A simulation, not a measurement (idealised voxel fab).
Process module, titled voxel transistor to metal
It is cross-section cut that appears here, measuring 295 nm in width, its square cells being 5 nm in size.
When this document writes out a cross-section, it uses a grid of square cells and lists it as bands, beginning at the top and moving down, with a band standing for one or more rows of cells.
In this notation a band is specified by the heights of its top and bottom, in that order and in nm, after which its materials appear from left to right, each paired with its width in nm. The word "all across" attached to a single material means that material fills the band from edge to edge; the word "empty" stands for empty space.
Heights are measured from 0, the level below which the as-received wafer is all one material; the lowest band has no bottom and continues downward, written as in "0 and below".
Width "30->40": first value at the band's top row of cells, second value at its bottom row, equal change from row to row.
For the purposes of this document, the phrase "no alteration" attached to a step denotes that no cell within the cross-section was modified by that step.
Enclosed voids (no open way to top), threshold 8 cells or more, entry "Closed internal cavities", notation width x height at distance, distance from left edge, nm.
Heads up: the bit after the settings on a step's line is the simulator's remark on that step.
If you see "overlay nm" on a step's line and that step has a mask, it's telling you how far right of where it was planned the mask ended up; a negative number means it went left instead.

Steps planned for the process
1: RECEIVE: material Si
2: OXIDIZE: depth nm 5
3: CONFORMAL_DEP: material SiN, thk nm 15
4: DIRECTIONAL_DEP: material aC, thk nm 10
5: PATTERN: tone cover, mask id ACTIVE, material resist, width nm 95, pitch nm 120, thk nm 30, overlay nm 0
6: DIRECTIONAL_ETCH: etch materials aC, depth nm 10
7: STRIP: etch materials resist
8: DIRECTIONAL_ETCH: etch materials SiN, depth nm 15
9: DIRECTIONAL_ETCH: etch materials SiO2, depth nm 5
10: DIRECTIONAL_ETCH: etch materials Si, depth nm 25
11: STRIP: etch materials aC
12: FILL_DEP: material SiO2, thk nm 5
13: CMP: height nm 15
14: SELECTIVE_ETCH: etch materials SiO2, depth nm 15
15: STRIP: etch materials SiN
16: SELECTIVE_ETCH: etch materials SiO2, depth nm 5
17: OXIDIZE: depth nm 5
18: DIRECTIONAL_DEP: material polySi, thk nm 30
19: DIRECTIONAL_DEP: material SiCN, thk nm 15
20: MASKED_ETCH: tone cover, mask id GATE, width nm 15, pitch nm 120, etch materials SiCN, depth nm 25, overlay nm 0
21: MASKED_ETCH: tone cover, mask id GATE, width nm 15, pitch nm 120, etch materials polySi, depth nm 40, overlay nm 0
22: CONFORMAL_DEP: material SiN, thk nm 10
23: DIRECTIONAL_ETCH: etch materials SiN, depth nm 10
24: DIRECTIONAL_ETCH: etch materials SiO2, depth nm 5
25: DIRECTIONAL_ETCH: etch materials Si, depth nm 15
26: EPI: material nSi, thk nm 15
27: FILL_DEP: material SiO2, thk nm 5
28: CMP: height nm 40
29: DIRECTIONAL_DEP: material SiO2, thk nm 10
30: DIRECTIONAL_DEP: material aC, thk nm 15
31: PATTERN: tone open, mask id CONTACT, material resist, width nm 20, thk nm 35, overlay nm 0
32: DIRECTIONAL_ETCH: etch materials aC, depth nm 15
33: STRIP: etch materials resist
34: DIRECTIONAL_ETCH: etch materials SiO2, depth nm 60
35: STRIP: etch materials aC
36: CONFORMAL_DEP: material TiN, thk nm 5
37: FILL_DEP: material Ru, thk nm 10
38: CMP: height nm 50
39: DIRECTIONAL_DEP: material TiN, thk nm 5
40: DIRECTIONAL_DEP: material W, thk nm 25
41: DIRECTIONAL_DEP: material aC, thk nm 15
42: PATTERN: tone cover, mask id METAL_1, material resist, width nm 20, thk nm 30, overlay nm 0
43: DIRECTIONAL_ETCH: etch materials aC, depth nm 15
44: STRIP: etch materials resist
45: DIRECTIONAL_ETCH: etch materials W, depth nm 25
46: DIRECTIONAL_ETCH: etch materials TiN, depth nm 5
47: STRIP: etch materials aC
48: FILL_DEP: material lowk, thk nm 5
49: CMP: height nm 80
50: CONFORMAL_DEP: material SiCN, thk nm 5
51: DIRECTIONAL_DEP: material lowk, thk nm 30
52: PATTERN: tone open, mask id METAL_2_HOLES, material resist, width nm 15, pitch nm 120, thk nm 20, overlay nm 0
53: DIRECTIONAL_ETCH: etch materials lowk, depth nm 30
54: STRIP: etch materials resist
55: PATTERN: tone open, mask id METAL_2, material resist, width nm 20, pitch nm 120, thk nm 15, overlay nm 0
56: DIRECTIONAL_ETCH: etch materials lowk, depth nm 15
57: DIRECTIONAL_ETCH: etch materials SiCN, depth nm 5
58: STRIP: etch materials resist
59: CONFORMAL_DEP: material TiN, thk nm 5
60: FILL_DEP: material Ru, thk nm 5
61: CMP: height nm 115
62: CONFORMAL_DEP: material SiCN, thk nm 5

Cross-sectional view of the wafer in its as-received condition, corresponding to the state after step 1
0 and below | Si all across
Closed internal cavities: none

Run as planned - first of the two wafers cross-sectioned at the end of the module
120 down to 115 | SiCN all across
115 down to 105 | 45 of lowk, then 5 of TiN, then 10 of Ru, then 5 of TiN, then 100 of lowk, then 5 of TiN, then 10 of Ru, then 5 of TiN, then 110 of lowk
105 down to 100 | 45 of lowk, then 5 of TiN, then 5 of Ru, then 10 of TiN, then 100 of lowk, then 5 of TiN, then 5 of Ru, then 10 of TiN, then 110 of lowk
100 down to 85 | 45 of lowk, then 5 of TiN, then 5 of Ru, then 5 of TiN, then 105 of lowk, then 5 of TiN, then 5 of Ru, then 5 of TiN, then 115 of lowk
85 down to 80 | 45 of SiCN, then 15 of TiN, then 105 of SiCN, then 15 of TiN, then 115 of SiCN
80 down to 55 | 45 of lowk, then 20 of W, then 45 of lowk, then 20 of W, then 35 of lowk, then 20 of W, then 45 of lowk, then 20 of W, then 45 of lowk
55 down to 50 | 45 of lowk, then 20 of TiN, then 45 of lowk, then 20 of TiN, then 35 of lowk, then 20 of TiN, then 45 of lowk, then 20 of TiN, then 45 of lowk
50 down to 40 | 45 of SiO2, then 5 of TiN, then 10 of Ru, then 5 of TiN, then 45 of SiO2, then 5 of TiN, then 10 of Ru, then 5 of TiN, then 35 of SiO2, then 5 of TiN, then 10 of Ru, then 5 of TiN, then 45 of SiO2, then 5 of TiN, then 10 of Ru, then 5 of TiN, then 45 of SiO2
40 down to 25 | 45 of SiO2, then 5 of TiN, then 10 of Ru, then 5 of TiN, then 5 of SiO2, then 10 of SiN, then 15 of SiCN, then 10 of SiN, then 5 of SiO2, then 5 of TiN, then 10 of Ru, then 5 of TiN, then 35 of SiO2, then 5 of TiN, then 10 of Ru, then 5 of TiN, then 5 of SiO2, then 10 of SiN, then 15 of SiCN, then 10 of SiN, then 5 of SiO2, then 5 of TiN, then 10 of Ru, then 5 of TiN, then 45 of SiO2
25 down to 10 | 45 of SiO2, then 5 of TiN, then 10 of Ru, then 5 of TiN, then 5 of SiO2, then 10 of SiN, then 15 of polySi, then 10 of SiN, then 5 of SiO2, then 5 of TiN, then 10 of Ru, then 5 of TiN, then 35 of SiO2, then 5 of TiN, then 10 of Ru, then 5 of TiN, then 5 of SiO2, then 10 of SiN, then 15 of polySi, then 10 of SiN, then 5 of SiO2, then 5 of TiN, then 10 of Ru, then 5 of TiN, then 45 of SiO2
10 down to 5 | 45 of SiO2, then 20 of TiN, then 5 of SiO2, then 10 of SiN, then 15 of polySi, then 10 of SiN, then 5 of SiO2, then 20 of TiN, then 35 of SiO2, then 20 of TiN, then 5 of SiO2, then 10 of SiN, then 15 of polySi, then 10 of SiN, then 5 of SiO2, then 20 of TiN, then 45 of SiO2
5 down to -5 | 45 of SiO2, then 10 of TiN, then 15 of nSi, then 10 of SiN, then 15 of polySi, then 10 of SiN, then 15 of nSi, then 10 of TiN, then 35 of SiO2, then 10 of TiN, then 15 of nSi, then 10 of SiN, then 15 of polySi, then 10 of SiN, then 15 of nSi, then 10 of TiN, then 45 of SiO2
-5 down to -10 | 45 of SiO2, then 10 of TiN, then 15 of nSi, then 35 of SiO2, then 15 of nSi, then 10 of TiN, then 35 of SiO2, then 10 of TiN, then 15 of nSi, then 35 of SiO2, then 15 of nSi, then 10 of TiN, then 45 of SiO2
-10 down to -25 | 40 of SiO2, then 30 of nSi, then 35 of Si, then 30 of nSi, then 25 of SiO2, then 30 of nSi, then 35 of Si, then 30 of nSi, then 40 of SiO2
-25 down to -30 | 40 of SiO2, then 95 of Si, then 25 of SiO2, then 95 of Si, then 40 of SiO2
-30 and below | Si all across
Closed internal cavities: none

Cross-sectional view: second of two wafers, end of module; start and plan identical to the first, one mistake in running
120 down to 115 | SiCN all across
115 down to 105 | 45 of lowk, then 5 of TiN, then 10 of Ru, then 5 of TiN, then 100 of lowk, then 5 of TiN, then 10 of Ru, then 5 of TiN, then 110 of lowk
105 down to 100 | 45 of lowk, then 5 of TiN, then 5 of Ru, then 10 of TiN, then 100 of lowk, then 5 of TiN, then 5 of Ru, then 10 of TiN, then 110 of lowk
100 down to 85 | 45 of lowk, then 5 of TiN, then 5 of Ru, then 5 of TiN, then 105 of lowk, then 5 of TiN, then 5 of Ru, then 5 of TiN, then 115 of lowk
85 down to 80 | 45 of SiCN, then 15 of TiN, then 105 of SiCN, then 15 of TiN, then 115 of SiCN
80 down to 55 | 45 of lowk, then 20 of W, then 45 of lowk, then 20 of W, then 35 of lowk, then 20 of W, then 45 of lowk, then 20 of W, then 45 of lowk
55 down to 50 | 45 of lowk, then 20 of TiN, then 45 of lowk, then 20 of TiN, then 35 of lowk, then 20 of TiN, then 45 of lowk, then 20 of TiN, then 45 of lowk
50 down to 40 | 45 of SiO2, then 5 of TiN, then 10 of Ru, then 5 of TiN, then 45 of SiO2, then 5 of TiN, then 10 of Ru, then 5 of TiN, then 35 of SiO2, then 5 of TiN, then 10 of Ru, then 5 of TiN, then 45 of SiO2, then 5 of TiN, then 10 of Ru, then 5 of TiN, then 45 of SiO2
40 down to 25 | 45 of SiO2, then 5 of TiN, then 10 of Ru, then 5 of TiN, then 5 of SiO2, then 10 of SiN, then 15 of SiCN, then 10 of SiN, then 5 of SiO2, then 5 of TiN, then 10 of Ru, then 5 of TiN, then 35 of SiO2, then 5 of TiN, then 10 of Ru, then 5 of TiN, then 5 of SiO2, then 10 of SiN, then 15 of SiCN, then 10 of SiN, then 5 of SiO2, then 5 of TiN, then 10 of Ru, then 5 of TiN, then 45 of SiO2
25 down to 10 | 45 of SiO2, then 5 of TiN, then 10 of Ru, then 5 of TiN, then 5 of SiO2, then 10 of SiN, then 15 of polySi, then 10 of SiN, then 5 of SiO2, then 5 of TiN, then 10 of Ru, then 5 of TiN, then 35 of SiO2, then 5 of TiN, then 10 of Ru, then 5 of TiN, then 5 of SiO2, then 10 of SiN, then 15 of polySi, then 10 of SiN, then 5 of SiO2, then 5 of TiN, then 10 of Ru, then 5 of TiN, then 45 of SiO2
10 down to 5 | 45 of SiO2, then 20 of TiN, then 5 of SiO2, then 10 of SiN, then 15 of polySi, then 10 of SiN, then 5 of SiO2, then 20 of TiN, then 35 of SiO2, then 20 of TiN, then 5 of SiO2, then 10 of SiN, then 15 of polySi, then 10 of SiN, then 5 of SiO2, then 20 of TiN, then 45 of SiO2
5 down to -5 | 45 of SiO2, then 10 of TiN, then 15 of nSi, then 10 of SiN, then 15 of polySi, then 10 of SiN, then 15 of nSi, then 10 of TiN, then 35 of SiO2, then 10 of TiN, then 15 of nSi, then 10 of SiN, then 15 of polySi, then 10 of SiN, then 15 of nSi, then 10 of TiN, then 45 of SiO2
-5 down to -10 | 45 of SiO2, then 10 of TiN, then 15 of nSi, then 35 of SiO2, then 15 of nSi, then 10 of TiN, then 35 of SiO2, then 10 of TiN, then 15 of nSi, then 35 of SiO2, then 15 of nSi, then 10 of TiN, then 45 of SiO2
-10 down to -25 | 45 of SiO2, then 25 of nSi, then 35 of Si, then 25 of nSi, then 35 of SiO2, then 25 of nSi, then 35 of Si, then 25 of nSi, then 45 of SiO2
-25 down to -30 | 45 of SiO2, then 85 of Si, then 35 of SiO2, then 85 of Si, then 45 of SiO2
-30 and below | Si all across
Closed internal cavities: none
Which mistake was made when the wafer was run? step 5 ran with different settings than intended, the actual operation and settings being PATTERN: tone cover, mask id ACTIVE, material resist, width nm 85, pitch nm 120, thk nm 30, overlay nm 0
Per the end-of-run cell counts, the second wafer holds more or fewer of some materials than the first: 4 fewer of Si | 16 more of SiO2 | 12 fewer of nSi
